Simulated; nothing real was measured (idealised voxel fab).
Title: Process Module voxel self aligned vias
225 nm wide, 5 nm square cells: that's cross-section cut.
Cross-sections here: square-cell grids, written as top-down lists of bands, a band being one or more rows of cells.
It is stipulated that each band's entry specify, in nanometres, the height of the top of the band and then that of its bottom, followed by the materials of the band in left-to-right sequence, each together with its width in nanometres. A single material marked by the word "edge to edge" is understood to fill the band from edge to edge; the word "air" is understood to denote empty space.
Heights from 0 (as-received wafer is one material below). Bottom band endless downward, as "top 0, no bottom".
Note: "30->40" means the width goes from the first number (top row of the band) to the second number (bottom row) in equal steps per row of cells.
No cell of the cross-section changed in a step that is given as "changes: none".
Heads up: "Closed void register" only lists the empty pockets with no open path to the top that are 8 cells or more, and it writes them as width x height at distance, distance from the left edge, in nm.
The remark found on a step's line after its settings is issued by the simulator itself and pertains to that step.
overlay nm: step with mask; distance mask lay right of planned place; negative value = left of planned place.

## List of planned process steps
- 1: RECEIVE | material Si
- 2: CONFORMAL_DEP | material SiO2 | thk nm 15
- 3: CONFORMAL_DEP | material SiCN | thk nm 5
- 4: DIRECTIONAL_DEP | material SiO2 | thk nm 30
- 5: DIRECTIONAL_DEP | material aC | thk nm 15
- 6: PATTERN | tone open | mask id LINES | material resist | width nm 20 | pitch nm 55 | thk nm 30 | overlay nm 0
- 7: DIRECTIONAL_ETCH | etch materials aC | depth nm 15
- 8: STRIP | etch materials resist
- 9: DIRECTIONAL_ETCH | etch materials SiO2 | depth nm 30
- 10: STRIP | etch materials aC
- 11: CONFORMAL_DEP | material TiN | thk nm 5
- 12: FILL_DEP | material Ru | thk nm 5
- 13: CMP | height nm 50
- 14: SELECTIVE_ETCH | etch materials W Ru TiN | depth nm 5
- 15: FILL_DEP | material SiN | thk nm 10
- 16: CMP | height nm 50
- 17: DIRECTIONAL_DEP | material SiO2 | thk nm 15
- 18: PATTERN | tone open | mask id VIAS | material resist | width nm 40 | pitch nm 55 | thk nm 15 | overlay nm 0
- 19: DIRECTIONAL_ETCH | etch materials SiO2 | depth nm 15
- 20: DIRECTIONAL_ETCH | etch materials SiN | depth nm 5
- 21: STRIP | etch materials resist
- 22: CONFORMAL_DEP | material TiN | thk nm 5
- 23: FILL_DEP | material Cu | thk nm 5
- 24: CMP | height nm 65
- 25: CONFORMAL_DEP | material SiN | thk nm 5

## So, the first of our two wafers, run just as we planned it

## As-received state of the wafer in cross-section, equivalent to post-step 1
* top 0, no bottom: Si edge to edge
* Closed void register: none

## After step 2: wafer cross-section
* top 15, bottom 0: SiO2 edge to edge
* Anything lower than 0 is untouched.

## After step 3: wafer cross-section
* top 20, bottom 15: SiCN edge to edge
* Anything lower than 15 is untouched.

## After step 4: wafer cross-section
* top 50, bottom 20: SiO2 edge to edge
* Anything lower than 20 is untouched.

## After step 5: wafer cross-section
* top 65, bottom 50: aC edge to edge
* Anything lower than 50 is untouched.

## After step 6: wafer cross-section
* top 95, bottom 65: 75 of resist; 20 of air; 35 of resist; 20 of air; 75 of resist
* Anything lower than 65 is untouched.

## After step 7: wafer cross-section
* top 80, bottom 65: 75 of resist; 20 of air; 35 of resist; 20 of air; 75 of resist
* top 65, bottom 50: 75 of aC; 20 of air; 35 of aC; 20 of air; 75 of aC
* Anything lower than 50 is untouched.

## After step 8: wafer cross-section
* top 65, bottom 50: 75 of aC; 20 of air; 35 of aC; 20 of air; 75 of aC
* Anything lower than 50 is untouched.

## After step 9: wafer cross-section
* top 65, bottom 50: 75 of aC; 20 of air; 35 of aC; 20 of air; 75 of aC
* top 50, bottom 20: 75 of SiO2; 20 of air; 35 of SiO2; 20 of air; 75 of SiO2
* Anything lower than 20 is untouched.

## After step 10: wafer cross-section
* top 50, bottom 20: 75 of SiO2; 20 of air; 35 of SiO2; 20 of air; 75 of SiO2
* Anything lower than 20 is untouched.

## After step 11: wafer cross-section
* top 55, bottom 50: 80 of TiN; 10 of air; 45 of TiN; 10 of air; 80 of TiN
* top 50, bottom 25: 75 of SiO2; 5 of TiN; 10 of air; 5 of TiN; 35 of SiO2; 5 of TiN; 10 of air; 5 of TiN; 75 of SiO2
* top 25, bottom 20: 75 of SiO2; 20 of TiN; 35 of SiO2; 20 of TiN; 75 of SiO2
* Anything lower than 20 is untouched.

## After step 12: wafer cross-section
* top 60, bottom 55: Ru edge to edge
* top 55, bottom 50: 80 of TiN; 10 of Ru; 45 of TiN; 10 of Ru; 80 of TiN
* top 50, bottom 25: 75 of SiO2; 5 of TiN; 10 of Ru; 5 of TiN; 35 of SiO2; 5 of TiN; 10 of Ru; 5 of TiN; 75 of SiO2
* Anything lower than 25 is untouched.

## After step 13: wafer cross-section
* top 50, bottom 25: 75 of SiO2; 5 of TiN; 10 of Ru; 5 of TiN; 35 of SiO2; 5 of TiN; 10 of Ru; 5 of TiN; 75 of SiO2
* Anything lower than 25 is untouched.

## After step 14: wafer cross-section
* top 50, bottom 45: 75 of SiO2; 20 of air; 35 of SiO2; 20 of air; 75 of SiO2
* Anything lower than 45 is untouched.

## After step 15: wafer cross-section
* top 60, bottom 50: SiN edge to edge
* top 50, bottom 45: 75 of SiO2; 20 of SiN; 35 of SiO2; 20 of SiN; 75 of SiO2
* Anything lower than 45 is untouched.

## After step 16: wafer cross-section
* top 50, bottom 45: 75 of SiO2; 20 of SiN; 35 of SiO2; 20 of SiN; 75 of SiO2
* Anything lower than 45 is untouched.

## After step 17: wafer cross-section
* top 65, bottom 50: SiO2 edge to edge
* Anything lower than 50 is untouched.

## After step 18: wafer cross-section
* top 80, bottom 65: 65 of resist; 40 of air; 15 of resist; 40 of air; 65 of resist
* Anything lower than 65 is untouched.

## After step 19: wafer cross-section
* top 80, bottom 65: 65 of resist; 40 of air; 15 of resist; 40 of air; 65 of resist
* top 65, bottom 50: 65 of SiO2; 40 of air; 15 of SiO2; 40 of air; 65 of SiO2
* Anything lower than 50 is untouched.

## After step 20: wafer cross-section
* top 80, bottom 65: 65 of resist; 40 of air; 15 of resist; 40 of air; 65 of resist
* top 65, bottom 50: 65 of SiO2; 40 of air; 15 of SiO2; 40 of air; 65 of SiO2
* top 50, bottom 45: 75 of SiO2; 20 of air; 35 of SiO2; 20 of air; 75 of SiO2
* Anything lower than 45 is untouched.

## After step 21: wafer cross-section
* top 65, bottom 50: 65 of SiO2; 40 of air; 15 of SiO2; 40 of air; 65 of SiO2
* Anything lower than 50 is untouched.

## After step 22: wafer cross-section
* top 70, bottom 65: 70 of TiN; 30 of air; 25 of TiN; 30 of air; 70 of TiN
* top 65, bottom 55: 65 of SiO2; 5 of TiN; 30 of air; 5 of TiN; 15 of SiO2; 5 of TiN; 30 of air; 5 of TiN; 65 of SiO2
* top 55, bottom 50: 65 of SiO2; 15 of TiN; 10 of air; 15 of TiN; 15 of SiO2; 15 of TiN; 10 of air; 15 of TiN; 65 of SiO2
* top 50, bottom 45: 75 of SiO2; 20 of TiN; 35 of SiO2; 20 of TiN; 75 of SiO2
* Anything lower than 45 is untouched.

## After step 23: wafer cross-section
* top 75, bottom 70: Cu edge to edge
* top 70, bottom 65: 70 of TiN; 30 of Cu; 25 of TiN; 30 of Cu; 70 of TiN
* top 65, bottom 55: 65 of SiO2; 5 of TiN; 30 of Cu; 5 of TiN; 15 of SiO2; 5 of TiN; 30 of Cu; 5 of TiN; 65 of SiO2
* top 55, bottom 50: 65 of SiO2; 15 of TiN; 10 of Cu; 15 of TiN; 15 of SiO2; 15 of TiN; 10 of Cu; 15 of TiN; 65 of SiO2
* Anything lower than 50 is untouched.

## After step 24: wafer cross-section
* top 65, bottom 55: 65 of SiO2; 5 of TiN; 30 of Cu; 5 of TiN; 15 of SiO2; 5 of TiN; 30 of Cu; 5 of TiN; 65 of SiO2
* Anything lower than 55 is untouched.

## After step 25: wafer cross-section
* top 70, bottom 65: SiN edge to edge
* Anything lower than 65 is untouched.

## Second Wafer (Identical Start and Plan, One Processing Error; Matches First Wafer Through Step 2)

Cross-sectional view of the second wafer at the intended end time of process step 3: changes: none

## Cross-sectional view of the second wafer at the intended end time of process step 4
* top 45, bottom 0: SiO2 edge to edge
* Anything lower than 0 is untouched.

## Cross-sectional view of the second wafer at the intended end time of process step 5
* top 60, bottom 45: aC edge to edge
* Anything lower than 45 is untouched.

## Cross-sectional view of the second wafer at the intended end time of process step 6
* top 90, bottom 60: 75 of resist; 20 of air; 35 of resist; 20 of air; 75 of resist
* Anything lower than 60 is untouched.

## Cross-sectional view of the second wafer at the intended end time of process step 7
* top 75, bottom 60: 75 of resist; 20 of air; 35 of resist; 20 of air; 75 of resist
* top 60, bottom 45: 75 of aC; 20 of air; 35 of aC; 20 of air; 75 of aC
* Anything lower than 45 is untouched.

## Cross-sectional view of the second wafer at the intended end time of process step 8
* top 60, bottom 45: 75 of aC; 20 of air; 35 of aC; 20 of air; 75 of aC
* Anything lower than 45 is untouched.

## Cross-sectional view of the second wafer at the intended end time of process step 9
* top 60, bottom 45: 75 of aC; 20 of air; 35 of aC; 20 of air; 75 of aC
* top 45, bottom 15: 75 of SiO2; 20 of air; 35 of SiO2; 20 of air; 75 of SiO2
* Anything lower than 15 is untouched.

## Cross-sectional view of the second wafer at the intended end time of process step 10
* top 45, bottom 15: 75 of SiO2; 20 of air; 35 of SiO2; 20 of air; 75 of SiO2
* Anything lower than 15 is untouched.

## Cross-sectional view of the second wafer at the intended end time of process step 11
* top 50, bottom 45: 80 of TiN; 10 of air; 45 of TiN; 10 of air; 80 of TiN
* top 45, bottom 20: 75 of SiO2; 5 of TiN; 10 of air; 5 of TiN; 35 of SiO2; 5 of TiN; 10 of air; 5 of TiN; 75 of SiO2
* top 20, bottom 15: 75 of SiO2; 20 of TiN; 35 of SiO2; 20 of TiN; 75 of SiO2
* Anything lower than 15 is untouched.

## Cross-sectional view of the second wafer at the intended end time of process step 12
* top 55, bottom 50: Ru edge to edge
* top 50, bottom 45: 80 of TiN; 10 of Ru; 45 of TiN; 10 of Ru; 80 of TiN
* top 45, bottom 20: 75 of SiO2; 5 of TiN; 10 of Ru; 5 of TiN; 35 of SiO2; 5 of TiN; 10 of Ru; 5 of TiN; 75 of SiO2
* Anything lower than 20 is untouched.

## Cross-sectional view of the second wafer at the intended end time of process step 13
* top 50, bottom 45: 80 of TiN; 10 of Ru; 45 of TiN; 10 of Ru; 80 of TiN
* Anything lower than 45 is untouched.

## Cross-sectional view of the second wafer at the intended end time of process step 14
* top 45, bottom 20: 75 of SiO2; 5 of TiN; 10 of Ru; 5 of TiN; 35 of SiO2; 5 of TiN; 10 of Ru; 5 of TiN; 75 of SiO2
* Anything lower than 20 is untouched.

## Cross-sectional view of the second wafer at the intended end time of process step 15
* top 55, bottom 45: SiN edge to edge
* Anything lower than 45 is untouched.

## Cross-sectional view of the second wafer at the intended end time of process step 16
* top 50, bottom 45: SiN edge to edge
* Anything lower than 45 is untouched.

## Cross-sectional view of the second wafer at the intended end time of process step 17
* top 65, bottom 50: SiO2 edge to edge
* Anything lower than 50 is untouched.

## Cross-sectional view of the second wafer at the intended end time of process step 18
* top 80, bottom 65: 65 of resist; 40 of air; 15 of resist; 40 of air; 65 of resist
* Anything lower than 65 is untouched.

## Cross-sectional view of the second wafer at the intended end time of process step 19
* top 80, bottom 65: 65 of resist; 40 of air; 15 of resist; 40 of air; 65 of resist
* top 65, bottom 50: 65 of SiO2; 40 of air; 15 of SiO2; 40 of air; 65 of SiO2
* Anything lower than 50 is untouched.

## Cross-sectional view of the second wafer at the intended end time of process step 20
* top 80, bottom 65: 65 of resist; 40 of air; 15 of resist; 40 of air; 65 of resist
* top 65, bottom 50: 65 of SiO2; 40 of air; 15 of SiO2; 40 of air; 65 of SiO2
* top 50, bottom 45: 65 of SiN; 40 of air; 15 of SiN; 40 of air; 65 of SiN
* Anything lower than 45 is untouched.

## Cross-sectional view of the second wafer at the intended end time of process step 21
* top 65, bottom 50: 65 of SiO2; 40 of air; 15 of SiO2; 40 of air; 65 of SiO2
* Anything lower than 50 is untouched.

## Cross-sectional view of the second wafer at the intended end time of process step 22
* top 70, bottom 65: 70 of TiN; 30 of air; 25 of TiN; 30 of air; 70 of TiN
* top 65, bottom 50: 65 of SiO2; 5 of TiN; 30 of air; 5 of TiN; 15 of SiO2; 5 of TiN; 30 of air; 5 of TiN; 65 of SiO2
* top 50, bottom 45: 65 of SiN; 40 of TiN; 15 of SiN; 40 of TiN; 65 of SiN
* Anything lower than 45 is untouched.

## Cross-sectional view of the second wafer at the intended end time of process step 23
* top 75, bottom 70: Cu edge to edge
* top 70, bottom 65: 70 of TiN; 30 of Cu; 25 of TiN; 30 of Cu; 70 of TiN
* top 65, bottom 50: 65 of SiO2; 5 of TiN; 30 of Cu; 5 of TiN; 15 of SiO2; 5 of TiN; 30 of Cu; 5 of TiN; 65 of SiO2
* Anything lower than 50 is untouched.

## Cross-sectional view of the second wafer at the intended end time of process step 24
* top 65, bottom 50: 65 of SiO2; 5 of TiN; 30 of Cu; 5 of TiN; 15 of SiO2; 5 of TiN; 30 of Cu; 5 of TiN; 65 of SiO2
* Anything lower than 50 is untouched.

## Cross-sectional view of the second wafer at the intended end time of process step 25
* top 70, bottom 65: SiN edge to edge
* Anything lower than 65 is untouched.
Against the plan, the run slipped here: step 3 of the plan did not run at all; it was left out
At the finish, the second wafer shows more or fewer cells for some materials than the first does: +8 Cu; +4 Ru; -45 SiCN; +29 SiN; +4 TiN
